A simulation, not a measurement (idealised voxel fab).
Process module under the name voxel wiring stack
The figure presents cross-section cut, which has a width of 265 nm and is divided into square cells with an edge length of 5 nm.
When this document writes out a cross-section, it uses a grid of square cells and lists it as bands, beginning at the top and moving down, with a band standing for one or more rows of cells.
It is stipulated that each band's entry specify, in nanometres, the height of the top of the band and then that of its bottom, followed by the materials of the band in left-to-right sequence, each together with its width in nanometres. A single material marked by the word "full width" is understood to fill the band from edge to edge; the word "blank" is understood to denote empty space.
Where do heights start? At 0: under that level the wafer as delivered is made of one material only. And the lowest band has no floor; it just carries on downward, as in "0 and below".
You'd read "30 to 40" like this: the band's top row of cells is as wide as the first number, its bottom row is as wide as the second, and going down, every row changes width by the same amount as the row before did.
A step reported as "no alterations made" is a step in which no cell of the cross-section changed.
If an empty space has no open way to the top and is at least 8 cells in size, "Cavities, sealed" lists it, written width x height at distance, where distance is measured from the left edge and every value is in nm.
The remark found on a step's line after its settings is issued by the simulator itself and pertains to that step.
overlay nm: step with mask; distance mask lay right of planned place; negative value = left of planned place.
Here's what the planned process steps look like:
1 RECEIVE, material Si
2 CONFORMAL_DEP, material SiO2, thk nm 10
3 CONFORMAL_DEP, material SiN, thk nm 5
4 DIRECTIONAL_DEP, material lowk, thk nm 25
5 MASKED_ETCH, tone open, mask id METAL_1, width nm 20, pitch nm 40, etch materials lowk, depth nm 25, overlay nm 0
6 MASKED_ETCH, tone open, mask id METAL_1, width nm 20, pitch nm 40, etch materials SiN, depth nm 5, overlay nm 0
7 CONFORMAL_DEP, material TiN, thk nm 5
8 FILL_DEP, material W, thk nm 10
9 CMP, height nm 40
10 CONFORMAL_DEP, material SiCN, thk nm 5
11 DIRECTIONAL_DEP, material lowk, thk nm 20
12 PATTERN, tone open, mask id PLUG_1, material resist, width nm 15, thk nm 20, overlay nm 0
13 DIRECTIONAL_ETCH, etch materials lowk, depth nm 20
14 DIRECTIONAL_ETCH, etch materials SiCN, depth nm 5
15 STRIP, etch materials resist
16 EPI, material Ru, thk nm 10
17 EPI, material Ru, thk nm 10
18 EPI, material Ru, thk nm 5
19 DIRECTIONAL_DEP, material TiN, thk nm 5
20 DIRECTIONAL_DEP, material Ru, thk nm 15
21 PATTERN, tone cover, mask id METAL_2, material resist, width nm 20, pitch nm 40, thk nm 15, overlay nm 0
22 DIRECTIONAL_ETCH, etch materials Ru, depth nm 15
23 DIRECTIONAL_ETCH, etch materials TiN, depth nm 5
24 STRIP, etch materials resist
25 CONFORMAL_DEP, material SiN, thk nm 5
26 FILL_DEP, material SiO2, thk nm 10
27 CMP, height nm 85
28 CONFORMAL_DEP, material SiCN, thk nm 5
29 DIRECTIONAL_DEP, material lowk, thk nm 15
30 PATTERN, tone open, mask id PLUG_2, material resist, width nm 15, pitch nm 40, thk nm 15, overlay nm 0
31 DIRECTIONAL_ETCH, etch materials lowk, depth nm 15
32 DIRECTIONAL_ETCH, etch materials SiCN, depth nm 5
33 STRIP, etch materials resist
34 EPI, material Ru, thk nm 10
35 EPI, material Ru, thk nm 10
36 DIRECTIONAL_DEP, material TiN, thk nm 5
37 DIRECTIONAL_DEP, material W, thk nm 25
38 DIRECTIONAL_DEP, material aC, thk nm 10
39 PATTERN, tone cover, mask id METAL_3, material resist, width nm 20, pitch nm 40, thk nm 30, overlay nm 0
40 DIRECTIONAL_ETCH, etch materials aC, depth nm 10
41 STRIP, etch materials resist
42 DIRECTIONAL_ETCH, etch materials W, depth nm 25
43 DIRECTIONAL_ETCH, etch materials TiN, depth nm 5
44 STRIP, etch materials aC
45 FILL_DEP, material SiO2, thk nm 10
46 CMP, height nm 135
47 CONFORMAL_DEP, material SiCN, thk nm 5
The value of thk nm given for step 7 in the plan refers to the first wafer; the wafers vary in this setting and are alike at the start.
This is how the first of several wafers looked in cross-section when it arrived, which is after step 1:
- 0 and below: Si full width
- Cavities, sealed: none
The first of several wafers, seen in cross-section after the module's last step, step 47:
- 140 down to 135: SiCN full width
- 135 down to 110: 100 SiO2 / 20 W / 20 SiO2 / 20 W / 105 SiO2
- 110 down to 105: 100 SiO2 / 20 TiN / 20 SiO2 / 20 TiN / 105 SiO2
- 105 down to 90: 100 lowk / 15 Ru / 25 lowk / 15 Ru / 110 lowk
- 90 down to 85: 100 SiCN / 15 Ru / 25 SiCN / 15 Ru / 110 SiCN
- 85 down to 70: 95 SiO2 / 5 SiN / 20 Ru / 5 SiN / 10 SiO2 / 5 SiN / 20 Ru / 5 SiN / 100 SiO2
- 70 down to 65: 100 SiN / 20 TiN / 20 SiN / 20 TiN / 105 SiN
- 65 down to 45: 100 lowk / 15 Ru / 150 lowk
- 45 down to 40: 100 SiCN / 15 Ru / 150 SiCN
- 40 down to 15: 100 lowk / 5 TiN / 10 W / 5 TiN / 20 lowk / 5 TiN / 10 W / 5 TiN / 105 lowk
- 15 down to 10: 100 SiN / 20 TiN / 20 SiN / 20 TiN / 105 SiN
- 10 down to 0: SiO2 full width
- 0 and below: Si full width
- Cavities, sealed: none
Last wafer, end of module, cross-section:
- 140 down to 135: SiCN full width
- 135 down to 110: 100 SiO2 / 20 W / 20 SiO2 / 20 W / 105 SiO2
- 110 down to 105: 100 SiO2 / 20 TiN / 20 SiO2 / 20 TiN / 105 SiO2
- 105 down to 90: 100 lowk / 15 Ru / 25 lowk / 15 Ru / 110 lowk
- 90 down to 85: 100 SiCN / 15 Ru / 25 SiCN / 15 Ru / 110 SiCN
- 85 down to 70: 95 SiO2 / 5 SiN / 20 Ru / 5 SiN / 10 SiO2 / 5 SiN / 20 Ru / 5 SiN / 100 SiO2
- 70 down to 65: 100 SiN / 20 TiN / 20 SiN / 20 TiN / 105 SiN
- 65 down to 45: 100 lowk / 15 Ru / 150 lowk
- 45 down to 40: 100 SiCN / 15 Ru / 150 SiCN
- 40 down to 15: 100 lowk / 20 TiN / 20 lowk / 20 TiN / 105 lowk
- 15 down to 10: 100 SiN / 20 TiN / 20 SiN / 20 TiN / 105 SiN
- 10 down to 0: SiO2 full width
- 0 and below: Si full width
- Cavities, sealed: none
Per wafer (row), end of module: delta in cells per material since receipt, (+) for gained, (-) for lost; closed voids after that:
thk nm 5; +63 Ru; +150 SiCN; +102 SiN; +499 SiO2; +44 TiN; +60 W; +566 lowk; Cavities, sealed: none
thk nm 10; +63 Ru; +150 SiCN; +102 SiN; +499 SiO2; +64 TiN; +40 W; +566 lowk; Cavities, sealed: none
thk nm 15; +63 Ru; +150 SiCN; +102 SiN; +499 SiO2; +64 TiN; +40 W; +566 lowk; Cavities, sealed: none
thk nm 20; +63 Ru; +150 SiCN; +102 SiN; +499 SiO2; +64 TiN; +40 W; +566 lowk; Cavities, sealed: none
